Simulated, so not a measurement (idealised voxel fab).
This section sets out a process module, namely voxel double patterning.
This is section cut - it's 150 nm across, gridded in 5 nm square cells.
Think of the cross-section as a grid of square cells. We describe it in bands, top to bottom, and each band covers one or more rows of those cells.
In this notation a band is specified by the heights of its top and bottom, in that order and in nm, after which its materials appear from left to right, each paired with its width in nm. The word "edge to edge" attached to a single material means that material fills the band from edge to edge; the word "blank" stands for empty space.
We count height from 0. Below that, the starting wafer is all one material. The lowest band never ends at the bottom but goes on down; see "0 -> down" for how that is written.
Quick explanation for "30->40": the width changes in equal steps down the rows of cells, from the first number in the band's top row to the second number in its bottom row.
Step marked "remained the same"? Then no cell in the cross-section changed in it.
The list in "Closed void table" covers empty spaces of 8 cells or more that cannot reach the top through any open way, and it gives each as width x height at distance; the distance is from the left edge, and width, height and distance are in nm.
Where a step's line continues beyond its settings, the continuation is a remark by the simulator itself on that step.
On any step carrying a mask, the "overlay nm" setting, if present on the step's line, tells how far right of its planned place the mask lay; negative values point to the left.
The process steps that were planned are listed below
1. RECEIVE,material Si
2. CONFORMAL_DEP,material SiN,thk nm 5
3. DIRECTIONAL_DEP,material SiO2,thk nm 15
4. DIRECTIONAL_DEP,material SiCN,thk nm 10
5. PATTERN,tone open,mask id FIRST,material resist,width nm 15,pitch nm 50,thk nm 20,overlay nm 0
6. DIRECTIONAL_ETCH,etch materials SiCN,depth nm 10
7. STRIP,etch materials resist
8. MASKED_ETCH,tone open,mask id SECOND,width nm 15,etch materials SiCN,depth nm 10,overlay nm 0
9. DIRECTIONAL_ETCH,etch materials SiO2,depth nm 15
10. STRIP,etch materials SiCN
Cross-section of the wafer at receipt, which is the condition after step 1
* 0 -> down: Si edge to edge
* Closed void table: none
This is how the wafer looks in cross-section once the module is done, given the starting state and plan above and one mistake in carrying the plan out
* 20 -> 15: SiN edge to edge
* 15 -> 0: SiO2 edge to edge
* 0 -> down: Si edge to edge
* Closed void table: none
What was the processing mistake? contrary to the plan, steps 2 and 3 were processed in exchanged order
